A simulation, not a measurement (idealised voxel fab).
process module | voxel gate over fins
cross-section cut | 205 nm wide | cells 5 nm
A cross-section is a grid of square cells, given in bands from the top down. A band is one or more rows of cells.
Each band's line starts with the height of the band's top and of its bottom, in nm. Then come its materials from left to right, each with its width in nm. One material with "throughout" fills the band from edge to edge. "air" is empty space.
Height 0 is the level under which the wafer as received is all one material. The lowest band goes on downwards, as in "0 down".
A width such as "30 to 40" changes by the same amount from each row of cells to the next, from the band's top row to its bottom row.
"no change" after a step means that no cell of the cross-section changed.
closed voids: empty space of 8 cells or more with no open way to the top, each as width x height at its distance from the left edge, in nm
after a step's settings: what the simulator itself notes on the step
overlay nm, on a step with a mask: how far to the right of its planned place the mask lay; to the left if negative
plan
1 op RECEIVE | material Si
2 op CONFORMAL_DEP | material SiN | thk nm 5
3 op PATTERN | tone cover | mask id FINS | material resist | width nm 15 | pitch nm 45 | thk nm 20 | overlay nm 0
4 op DIRECTIONAL_ETCH | etch materials SiN | depth nm 5
5 op DIRECTIONAL_ETCH | etch materials Si | depth nm 30
6 op STRIP | etch materials resist
7 op FILL_DEP | material SiO2 | thk nm 5
8 op CMP | height nm 5
9 op SELECTIVE_ETCH | etch materials SiO2 | depth nm 20
10 op STRIP | etch materials SiN
11 op CONFORMAL_DEP | material HfO2 | thk nm 5
12 op CONFORMAL_DEP | material TiN | thk nm 5
13 op CONFORMAL_DEP | material TiAl | thk nm 5
14 op CONFORMAL_DEP | material TiN | thk nm 5
15 op FILL_DEP | material W | thk nm 15
16 op CMP | height nm 30
17 op CONFORMAL_DEP | material SiN | thk nm 10
first wafer, as planned
as received, after step 1
  0 down: Si throughout
  closed voids: none
after step 2
  5 to 0: SiN throughout
  below 0: unchanged
after step 3
  25 to 5: air 70 | resist 15 | air 30 | resist 15 | air 75
  below 5: unchanged
after step 4
  25 to 5: air 70 | resist 15 | air 30 | resist 15 | air 75
  5 to 0: air 70 | SiN 15 | air 30 | SiN 15 | air 75
  below 0: unchanged
after step 5
  25 to 5: air 70 | resist 15 | air 30 | resist 15 | air 75
  5 to 0: air 70 | SiN 15 | air 30 | SiN 15 | air 75
  0 to -30: air 70 | Si 15 | air 30 | Si 15 | air 75
  below -30: unchanged
after step 6
  5 to 0: air 70 | SiN 15 | air 30 | SiN 15 | air 75
  below 0: unchanged
after step 7
  10 to 5: SiO2 throughout
  5 to 0: SiO2 70 | SiN 15 | SiO2 30 | SiN 15 | SiO2 75
  0 to -30: SiO2 70 | Si 15 | SiO2 30 | Si 15 | SiO2 75
  below -30: unchanged
after step 8
  5 to 0: SiO2 70 | SiN 15 | SiO2 30 | SiN 15 | SiO2 75
  below 0: unchanged
after step 9
  5 to 0: air 70 | SiN 15 | air 30 | SiN 15 | air 75
  0 to -15: air 70 | Si 15 | air 30 | Si 15 | air 75
  below -15: unchanged
after step 10
  0 to -15: air 70 | Si 15 | air 30 | Si 15 | air 75
  below -15: unchanged
after step 11
  5 to 0: air 65 | HfO2 25 | air 20 | HfO2 25 | air 70
  0 to -10: air 65 | HfO2 5 | Si 15 | HfO2 5 | air 20 | HfO2 5 | Si 15 | HfO2 5 | air 70
  -10 to -15: HfO2 70 | Si 15 | HfO2 30 | Si 15 | HfO2 75
  below -15: unchanged
after step 12
  10 to 5: air 60 | TiN 35 | air 10 | TiN 35 | air 65
  5 to 0: air 60 | TiN 5 | HfO2 25 | TiN 5 | air 10 | TiN 5 | HfO2 25 | TiN 5 | air 65
  0 to -5: air 60 | TiN 5 | HfO2 5 | Si 15 | HfO2 5 | TiN 5 | air 10 | TiN 5 | HfO2 5 | Si 15 | HfO2 5 | TiN 5 | air 65
  -5 to -10: TiN 65 | HfO2 5 | Si 15 | HfO2 5 | TiN 20 | HfO2 5 | Si 15 | HfO2 5 | TiN 70
  below -10: unchanged
after step 13
  15 to 10: air 55 | TiAl 90 | air 60
  10 to 5: air 55 | TiAl 5 | TiN 35 | TiAl 10 | TiN 35 | TiAl 5 | air 60
  5 to 0: air 55 | TiAl 5 | TiN 5 | HfO2 25 | TiN 5 | TiAl 10 | TiN 5 | HfO2 25 | TiN 5 | TiAl 5 | air 60
  0 to -5: TiAl 60 | TiN 5 | HfO2 5 | Si 15 | HfO2 5 | TiN 5 | TiAl 10 | TiN 5 | HfO2 5 | Si 15 | HfO2 5 | TiN 5 | TiAl 65
  below -5: unchanged
after step 14
  20 to 15: air 50 | TiN 100 | air 55
  15 to 10: air 50 | TiN 5 | TiAl 90 | TiN 5 | air 55
  10 to 5: air 50 | TiN 5 | TiAl 5 | TiN 35 | TiAl 10 | TiN 35 | TiAl 5 | TiN 5 | air 55
  5 to 0: TiN 55 | TiAl 5 | TiN 5 | HfO2 25 | TiN 5 | TiAl 10 | TiN 5 | HfO2 25 | TiN 5 | TiAl 5 | TiN 60
  below 0: unchanged
after step 15
  35 to 20: W throughout
  20 to 15: W 50 | TiN 100 | W 55
  15 to 10: W 50 | TiN 5 | TiAl 90 | TiN 5 | W 55
  10 to 5: W 50 | TiN 5 | TiAl 5 | TiN 35 | TiAl 10 | TiN 35 | TiAl 5 | TiN 5 | W 55
  below 5: unchanged
after step 16
  30 to 20: W throughout
  below 20: unchanged
after step 17
  40 to 30: SiN throughout
  below 30: unchanged
second wafer: like start, like plan, one mistake. Through step 2 it matches the first wafer
when step 3 should have ended
  25 to 5: resist 70 | air 15 | resist 30 | air 15 | resist 75
  below 5: unchanged
when step 4 should have ended
  25 to 5: resist 70 | air 15 | resist 30 | air 15 | resist 75
  5 to 0: SiN 70 | air 15 | SiN 30 | air 15 | SiN 75
  below 0: unchanged
when step 5 should have ended
  25 to 5: resist 70 | air 15 | resist 30 | air 15 | resist 75
  5 to 0: SiN 70 | air 15 | SiN 30 | air 15 | SiN 75
  0 to -30: Si 70 | air 15 | Si 30 | air 15 | Si 75
  below -30: unchanged
when step 6 should have ended
  5 to 0: SiN 70 | air 15 | SiN 30 | air 15 | SiN 75
  below 0: unchanged
when step 7 should have ended
  10 to 5: SiO2 throughout
  5 to 0: SiN 70 | SiO2 15 | SiN 30 | SiO2 15 | SiN 75
  0 to -30: Si 70 | SiO2 15 | Si 30 | SiO2 15 | Si 75
  below -30: unchanged
when step 8 should have ended
  5 to 0: SiN 70 | SiO2 15 | SiN 30 | SiO2 15 | SiN 75
  below 0: unchanged
when step 9 should have ended
  5 to 0: SiN 70 | air 15 | SiN 30 | air 15 | SiN 75
  0 to -15: Si 70 | air 15 | Si 30 | air 15 | Si 75
  below -15: unchanged
when step 10 should have ended
  0 to -15: Si 70 | air 15 | Si 30 | air 15 | Si 75
  below -15: unchanged
when step 11 should have ended
  5 to 0: HfO2 75 | air 5 | HfO2 40 | air 5 | HfO2 80
  0 to -10: Si 70 | HfO2 5 | air 5 | HfO2 5 | Si 30 | HfO2 5 | air 5 | HfO2 5 | Si 75
  -10 to -15: Si 70 | HfO2 15 | Si 30 | HfO2 15 | Si 75
  below -15: unchanged
when step 12 should have ended
  10 to 5: TiN throughout
  5 to 0: HfO2 75 | TiN 5 | HfO2 40 | TiN 5 | HfO2 80
  0 to -10: Si 70 | HfO2 5 | TiN 5 | HfO2 5 | Si 30 | HfO2 5 | TiN 5 | HfO2 5 | Si 75
  below -10: unchanged
when step 13 should have ended
  15 to 10: TiAl throughout
  below 10: unchanged
when step 14 should have ended
  20 to 15: TiN throughout
  below 15: unchanged
when step 15 should have ended
  35 to 20: W throughout
  below 20: unchanged
when step 16 should have ended
  30 to 20: W throughout
  below 20: unchanged
when step 17 should have ended
  40 to 30: SiN throughout
  below 30: unchanged
what went wrong: step 3 ran as: op PATTERN | tone open | mask id FINS | material resist | width nm 15 | pitch nm 45 | thk nm 20 | overlay nm 0
at the end the second wafer has, in cells: 174 more of Si | 87 fewer of SiO2 | 12 fewer of TiAl | 12 fewer of TiN | 63 fewer of W
